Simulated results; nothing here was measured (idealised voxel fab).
A process module follows: voxel self aligned vias.
The cross-section shown here is cut; it is 170 nm wide and divided into square cells measuring 5 nm on a side.
A cross-section in this document is a grid of square cells, and it is written down as bands, the top band listed before the ones below it; a band is made up of one or more rows of cells.
The entry gives the band's vertical extent as a top height and a bottom height in nm, then its horizontal make-up as materials from left to right, each with a width in nm. "empty" stands for empty space; a single material marked "everywhere" fills the band edge to edge.
For the purposes of this specification, 0 denotes the height below which the wafer in its as-received condition is composed wholly of one material, and the lowermost band, lacking a lower limit, extends downward without end, as expressed in "top 0, no bottom".
A width given as "30 to 40" starts at the first number in the band's top row and ends at the second number in its bottom row, shifting by an equal amount at every step from row to row.
Where the words "stayed the same" appear for a step, the cross-section shows no cell changed by that step; every cell remained as before.
Sealed-off cavities: empty space of 8 cells or more with no open way to the top, each as width x height at its distance from the left edge, in nm
Step line, after settings: the simulator's comment on this step.
The line of a step may include "overlay nm". On a step with a mask, this value is how far to the right of its planned place the mask lay. A negative value means the mask lay to the left.
Listed below are the process steps as planned:
1,RECEIVE with material Si
2,CONFORMAL_DEP with material SiO2, thk nm 10
3,CONFORMAL_DEP with material SiCN, thk nm 5
4,DIRECTIONAL_DEP with material lowk, thk nm 20
5,MASKED_ETCH with tone open, mask id LINES, width nm 30, pitch nm 80, etch materials lowk, depth nm 20, overlay nm 0
6,CONFORMAL_DEP with material TiN, thk nm 5
7,FILL_DEP with material Ru, thk nm 10
8,CMP with height nm 35
9,SELECTIVE_ETCH with etch materials W Ru TiN, depth nm 5
10,FILL_DEP with material SiN, thk nm 5
11,CMP with height nm 35
12,DIRECTIONAL_DEP with material lowk, thk nm 20
13,DIRECTIONAL_DEP with material aC, thk nm 10
14,PATTERN with tone open, mask id VIAS, material resist, width nm 50, thk nm 30, overlay nm 0
15,DIRECTIONAL_ETCH with etch materials aC, depth nm 10
16,STRIP with etch materials resist
17,DIRECTIONAL_ETCH with etch materials lowk, depth nm 20
18,DIRECTIONAL_ETCH with etch materials SiN, depth nm 5
19,STRIP with etch materials aC
20,CONFORMAL_DEP with material TiN, thk nm 5
21,FILL_DEP with material Ru, thk nm 10
22,CMP with height nm 55
23,CONFORMAL_DEP with material SiCN, thk nm 5
Received-state cross-section, reflecting completion of step 1:
* top 0, no bottom | Si everywhere
* Sealed-off cavities: none
Result of the module, cross-sectioned: start per above, plan per above, one error in how it was run:
* top 60, bottom 55 | SiCN everywhere
* top 55, bottom 35 | lowk: 20, TiN: 5, Ru: 40, TiN: 5, lowk: 100
* top 35, bottom 30 | SiN: 20, TiN: 50, SiN: 100
* top 30, bottom 15 | lowk: 30, TiN: 5, Ru: 20, TiN: 5, lowk: 50, TiN: 5, Ru: 20, TiN: 5, lowk: 30
* top 15, bottom 10 | lowk: 30, TiN: 30, lowk: 50, TiN: 30, lowk: 30
* top 10, bottom 0 | SiO2 everywhere
* top 0, no bottom | Si everywhere
* Sealed-off cavities: none
Error vs. plan: it should be noted that step 3 of the plan was omitted and was not performed
